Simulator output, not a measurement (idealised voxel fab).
Process module under the name voxel air gaps
The figure presents cross-section cut, which has a width of 290 nm and is divided into square cells with an edge length of 5 nm.
In this document a cross-section is written as a grid of square cells. It is given as a series of bands, listed from the top down, and a band is one or more rows of cells. A band entry consists of two parts. The first gives the height of the band's top and the height of its bottom, in nm. The rest lists the band's materials from left to right, each with its width in nm. A single material labelled with the word "all across" fills the band from edge to edge, and the word "air" marks empty space. Note: height 0 marks the level under which the wafer is uniformly one material as received. Lowest band unbounded below, written "0 down". A two-number width, for instance "30 to 40", indicates that the width is equal to the first number in the top row of the band and to the second number in the bottom row, and that it changes by a constant amount per row of cells. Where the words "no change occurred" appear for a step, the cross-section shows no cell changed by that step; every cell remained as before. Heads up: "Voids lacking openings" only lists the empty pockets with no open path to the top that are 8 cells or more, and it writes them as width x height at distance, distance from the left edge, in nm. Read whatever lies past the settings on a step's line as the simulator's own remark about the step. The setting "overlay nm" may be written on the line of a step. When the step uses a mask, the value reports how far to the right of the planned place the mask lay, and a negative value reports that it lay to the left.
## The process steps that were planned are listed below
- 1: RECEIVE,material Si
- 2: CONFORMAL_DEP,material SiO2,thk nm 15
- 3: CONFORMAL_DEP,material SiN,thk nm 5
- 4: DIRECTIONAL_DEP,material SiO2,thk nm 30
- 5: DIRECTIONAL_DEP,material aC,thk nm 10
- 6: PATTERN,tone open,mask id LINES,material resist,width nm 15,pitch nm 45,thk nm 30,overlay nm 0
- 7: DIRECTIONAL_ETCH,etch materials aC,depth nm 10
- 8: STRIP,etch materials resist
- 9: DIRECTIONAL_ETCH,etch materials SiO2,depth nm 30
- 10: STRIP,etch materials aC
- 11: CONFORMAL_DEP,material TiN,thk nm 5
- 12: FILL_DEP,material Ru,thk nm 10
- 13: CMP,height nm 50
- 14: EPI,material Ru,thk nm 10
- 15: SELECTIVE_ETCH,etch materials SiO2,depth nm 40
- 16: CONFORMAL_DEP,material SiN,thk nm 5
## What follows covers the first of two wafers; it ran as planned
## Incoming wafer, cross-sectional view, post step 1
	0 down  Si all across
	Voids lacking openings: none
## Cross-section through the wafer, step 2 finished
	15 to 0  SiO2 all across
	Under the height 0 nothing was changed.
## Cross-section through the wafer, step 3 finished
	20 to 15  SiN all across
	Under the height 15 nothing was changed.
## Cross-section through the wafer, step 4 finished
	50 to 20  SiO2 all across
	Under the height 20 nothing was changed.
## Cross-section through the wafer, step 5 finished
	60 to 50  aC all across
	Under the height 50 nothing was changed.
## Cross-section through the wafer, step 6 finished
	90 to 60  70 of resist | 15 of air | 30 of resist | 15 of air | 30 of resist | 15 of air | 30 of resist | 15 of air | 70 of resist
	Under the height 60 nothing was changed.
## Cross-section through the wafer, step 7 finished
	80 to 60  70 of resist | 15 of air | 30 of resist | 15 of air | 30 of resist | 15 of air | 30 of resist | 15 of air | 70 of resist
	60 to 50  70 of aC | 15 of air | 30 of aC | 15 of air | 30 of aC | 15 of air | 30 of aC | 15 of air | 70 of aC
	Under the height 50 nothing was changed.
## Cross-section through the wafer, step 8 finished
	60 to 50  70 of aC | 15 of air | 30 of aC | 15 of air | 30 of aC | 15 of air | 30 of aC | 15 of air | 70 of aC
	Under the height 50 nothing was changed.
## Cross-section through the wafer, step 9 finished
	60 to 50  70 of aC | 15 of air | 30 of aC | 15 of air | 30 of aC | 15 of air | 30 of aC | 15 of air | 70 of aC
	50 to 20  70 of SiO2 | 15 of air | 30 of SiO2 | 15 of air | 30 of SiO2 | 15 of air | 30 of SiO2 | 15 of air | 70 of SiO2
	Under the height 20 nothing was changed.
## Cross-section through the wafer, step 10 finished
	50 to 20  70 of SiO2 | 15 of air | 30 of SiO2 | 15 of air | 30 of SiO2 | 15 of air | 30 of SiO2 | 15 of air | 70 of SiO2
	Under the height 20 nothing was changed.
## Cross-section through the wafer, step 11 finished
	55 to 50  75 of TiN | 5 of air | 40 of TiN | 5 of air | 40 of TiN | 5 of air | 40 of TiN | 5 of air | 75 of TiN
	50 to 25  70 of SiO2 | 5 of TiN | 5 of air | 5 of TiN | 30 of SiO2 | 5 of TiN | 5 of air | 5 of TiN | 30 of SiO2 | 5 of TiN | 5 of air | 5 of TiN | 30 of SiO2 | 5 of TiN | 5 of air | 5 of TiN | 70 of SiO2
	25 to 20  70 of SiO2 | 15 of TiN | 30 of SiO2 | 15 of TiN | 30 of SiO2 | 15 of TiN | 30 of SiO2 | 15 of TiN | 70 of SiO2
	Under the height 20 nothing was changed.
## Cross-section through the wafer, step 12 finished
	65 to 55  Ru all across
	55 to 50  75 of TiN | 5 of Ru | 40 of TiN | 5 of Ru | 40 of TiN | 5 of Ru | 40 of TiN | 5 of Ru | 75 of TiN
	50 to 25  70 of SiO2 | 5 of TiN | 5 of Ru | 5 of TiN | 30 of SiO2 | 5 of TiN | 5 of Ru | 5 of TiN | 30 of SiO2 | 5 of TiN | 5 of Ru | 5 of TiN | 30 of SiO2 | 5 of TiN | 5 of Ru | 5 of TiN | 70 of SiO2
	Under the height 25 nothing was changed.
## Cross-section through the wafer, step 13 finished
	50 to 25  70 of SiO2 | 5 of TiN | 5 of Ru | 5 of TiN | 30 of SiO2 | 5 of TiN | 5 of Ru | 5 of TiN | 30 of SiO2 | 5 of TiN | 5 of Ru | 5 of TiN | 30 of SiO2 | 5 of TiN | 5 of Ru | 5 of TiN | 70 of SiO2
	Under the height 25 nothing was changed.
## Cross-section through the wafer, step 14 finished
	60 to 50  60 of air | 35 of Ru | 10 of air | 35 of Ru | 10 of air | 35 of Ru | 10 of air | 35 of Ru | 60 of air
	Under the height 50 nothing was changed.
## Cross-section through the wafer, step 15 finished
	60 to 50  60 of air | 35 of Ru | 10 of air | 35 of Ru | 10 of air | 35 of Ru | 10 of air | 35 of Ru | 60 of air
	50 to 25  70 of air | 5 of TiN | 5 of Ru | 5 of TiN | 30 of air | 5 of TiN | 5 of Ru | 5 of TiN | 30 of air | 5 of TiN | 5 of Ru | 5 of TiN | 30 of air | 5 of TiN | 5 of Ru | 5 of TiN | 70 of air
	25 to 20  70 of air | 15 of TiN | 30 of air | 15 of TiN | 30 of air | 15 of TiN | 30 of air | 15 of TiN | 70 of air
	Under the height 20 nothing was changed.
## Cross-section through the wafer, step 16 finished
	65 to 60  55 of air | 180 of SiN | 55 of air
	60 to 50  55 of air | 5 of SiN | 35 of Ru | 10 of SiN | 35 of Ru | 10 of SiN | 35 of Ru | 10 of SiN | 35 of Ru | 5 of SiN | 55 of air
	50 to 45  55 of air | 15 of SiN | 5 of TiN | 5 of Ru | 5 of TiN | 30 of SiN | 5 of TiN | 5 of Ru | 5 of TiN | 30 of SiN | 5 of TiN | 5 of Ru | 5 of TiN | 30 of SiN | 5 of TiN | 5 of Ru | 5 of TiN | 15 of SiN | 55 of air
	45 to 25  65 of air | 5 of SiN | 5 of TiN | 5 of Ru | 5 of TiN | 5 of SiN | 20 of air | 5 of SiN | 5 of TiN | 5 of Ru | 5 of TiN | 5 of SiN | 20 of air | 5 of SiN | 5 of TiN | 5 of Ru | 5 of TiN | 5 of SiN | 20 of air | 5 of SiN | 5 of TiN | 5 of Ru | 5 of TiN | 5 of SiN | 65 of air
	25 to 20  70 of SiN | 15 of TiN | 30 of SiN | 15 of TiN | 30 of SiN | 15 of TiN | 30 of SiN | 15 of TiN | 70 of SiN
	Under the height 20 nothing was changed.
	Voids lacking openings: 20 x 20 at 90; 20 x 20 at 135; 20 x 20 at 180
## Notes, second wafer: start = first wafer's, plan = first wafer's, execution had one mistake; history identical to first through step 5
## Second wafer cross-section, taken as of the time the plan sets for step 6 to be done
	90 to 60  60 of resist | 15 of air | 30 of resist | 15 of air | 30 of resist | 15 of air | 30 of resist | 15 of air | 80 of resist
	Under the height 60 nothing was changed.
## Second wafer cross-section, taken as of the time the plan sets for step 7 to be done
	80 to 60  60 of resist | 15 of air | 30 of resist | 15 of air | 30 of resist | 15 of air | 30 of resist | 15 of air | 80 of resist
	60 to 50  60 of aC | 15 of air | 30 of aC | 15 of air | 30 of aC | 15 of air | 30 of aC | 15 of air | 80 of aC
	Under the height 50 nothing was changed.
## Second wafer cross-section, taken as of the time the plan sets for step 8 to be done
	60 to 50  60 of aC | 15 of air | 30 of aC | 15 of air | 30 of aC | 15 of air | 30 of aC | 15 of air | 80 of aC
	Under the height 50 nothing was changed.
## Second wafer cross-section, taken as of the time the plan sets for step 9 to be done
	60 to 50  60 of aC | 15 of air | 30 of aC | 15 of air | 30 of aC | 15 of air | 30 of aC | 15 of air | 80 of aC
	50 to 20  60 of SiO2 | 15 of air | 30 of SiO2 | 15 of air | 30 of SiO2 | 15 of air | 30 of SiO2 | 15 of air | 80 of SiO2
	Under the height 20 nothing was changed.
## Second wafer cross-section, taken as of the time the plan sets for step 10 to be done
	50 to 20  60 of SiO2 | 15 of air | 30 of SiO2 | 15 of air | 30 of SiO2 | 15 of air | 30 of SiO2 | 15 of air | 80 of SiO2
	Under the height 20 nothing was changed.
## Second wafer cross-section, taken as of the time the plan sets for step 11 to be done
	55 to 50  65 of TiN | 5 of air | 40 of TiN | 5 of air | 40 of TiN | 5 of air | 40 of TiN | 5 of air | 85 of TiN
	50 to 25  60 of SiO2 | 5 of TiN | 5 of air | 5 of TiN | 30 of SiO2 | 5 of TiN | 5 of air | 5 of TiN | 30 of SiO2 | 5 of TiN | 5 of air | 5 of TiN | 30 of SiO2 | 5 of TiN | 5 of air | 5 of TiN | 80 of SiO2
	25 to 20  60 of SiO2 | 15 of TiN | 30 of SiO2 | 15 of TiN | 30 of SiO2 | 15 of TiN | 30 of SiO2 | 15 of TiN | 80 of SiO2
	Under the height 20 nothing was changed.
## Second wafer cross-section, taken as of the time the plan sets for step 12 to be done
	65 to 55  Ru all across
	55 to 50  65 of TiN | 5 of Ru | 40 of TiN | 5 of Ru | 40 of TiN | 5 of Ru | 40 of TiN | 5 of Ru | 85 of TiN
	50 to 25  60 of SiO2 | 5 of TiN | 5 of Ru | 5 of TiN | 30 of SiO2 | 5 of TiN | 5 of Ru | 5 of TiN | 30 of SiO2 | 5 of TiN | 5 of Ru | 5 of TiN | 30 of SiO2 | 5 of TiN | 5 of Ru | 5 of TiN | 80 of SiO2
	Under the height 25 nothing was changed.
## Second wafer cross-section, taken as of the time the plan sets for step 13 to be done
	50 to 25  60 of SiO2 | 5 of TiN | 5 of Ru | 5 of TiN | 30 of SiO2 | 5 of TiN | 5 of Ru | 5 of TiN | 30 of SiO2 | 5 of TiN | 5 of Ru | 5 of TiN | 30 of SiO2 | 5 of TiN | 5 of Ru | 5 of TiN | 80 of SiO2
	Under the height 25 nothing was changed.
## Second wafer cross-section, taken as of the time the plan sets for step 14 to be done
	60 to 50  50 of air | 35 of Ru | 10 of air | 35 of Ru | 10 of air | 35 of Ru | 10 of air | 35 of Ru | 70 of air
	Under the height 50 nothing was changed.
## Second wafer cross-section, taken as of the time the plan sets for step 15 to be done
	60 to 50  50 of air | 35 of Ru | 10 of air | 35 of Ru | 10 of air | 35 of Ru | 10 of air | 35 of Ru | 70 of air
	50 to 25  60 of air | 5 of TiN | 5 of Ru | 5 of TiN | 30 of air | 5 of TiN | 5 of Ru | 5 of TiN | 30 of air | 5 of TiN | 5 of Ru | 5 of TiN | 30 of air | 5 of TiN | 5 of Ru | 5 of TiN | 80 of air
	25 to 20  60 of air | 15 of TiN | 30 of air | 15 of TiN | 30 of air | 15 of TiN | 30 of air | 15 of TiN | 80 of air
	Under the height 20 nothing was changed.
## Second wafer cross-section, taken as of the time the plan sets for step 16 to be done
	65 to 60  45 of air | 180 of SiN | 65 of air
	60 to 50  45 of air | 5 of SiN | 35 of Ru | 10 of SiN | 35 of Ru | 10 of SiN | 35 of Ru | 10 of SiN | 35 of Ru | 5 of SiN | 65 of air
	50 to 45  45 of air | 15 of SiN | 5 of TiN | 5 of Ru | 5 of TiN | 30 of SiN | 5 of TiN | 5 of Ru | 5 of TiN | 30 of SiN | 5 of TiN | 5 of Ru | 5 of TiN | 30 of SiN | 5 of TiN | 5 of Ru | 5 of TiN | 15 of SiN | 65 of air
	45 to 25  55 of air | 5 of SiN | 5 of TiN | 5 of Ru | 5 of TiN | 5 of SiN | 20 of air | 5 of SiN | 5 of TiN | 5 of Ru | 5 of TiN | 5 of SiN | 20 of air | 5 of SiN | 5 of TiN | 5 of Ru | 5 of TiN | 5 of SiN | 20 of air | 5 of SiN | 5 of TiN | 5 of Ru | 5 of TiN | 5 of SiN | 75 of air
	25 to 20  60 of SiN | 15 of TiN | 30 of SiN | 15 of TiN | 30 of SiN | 15 of TiN | 30 of SiN | 15 of TiN | 80 of SiN
	Under the height 20 nothing was changed.
	Voids lacking openings: 20 x 20 at 80; 20 x 20 at 125; 20 x 20 at 170
Which mistake was made when the wafer was run? step 6 ran as: PATTERN,tone open,mask id LINES,material resist,width nm 15,pitch nm 45,thk nm 30,overlay nm -10
So at the finish, the second wafer's got exactly as many cells of each material as the first, just not in the same spots.
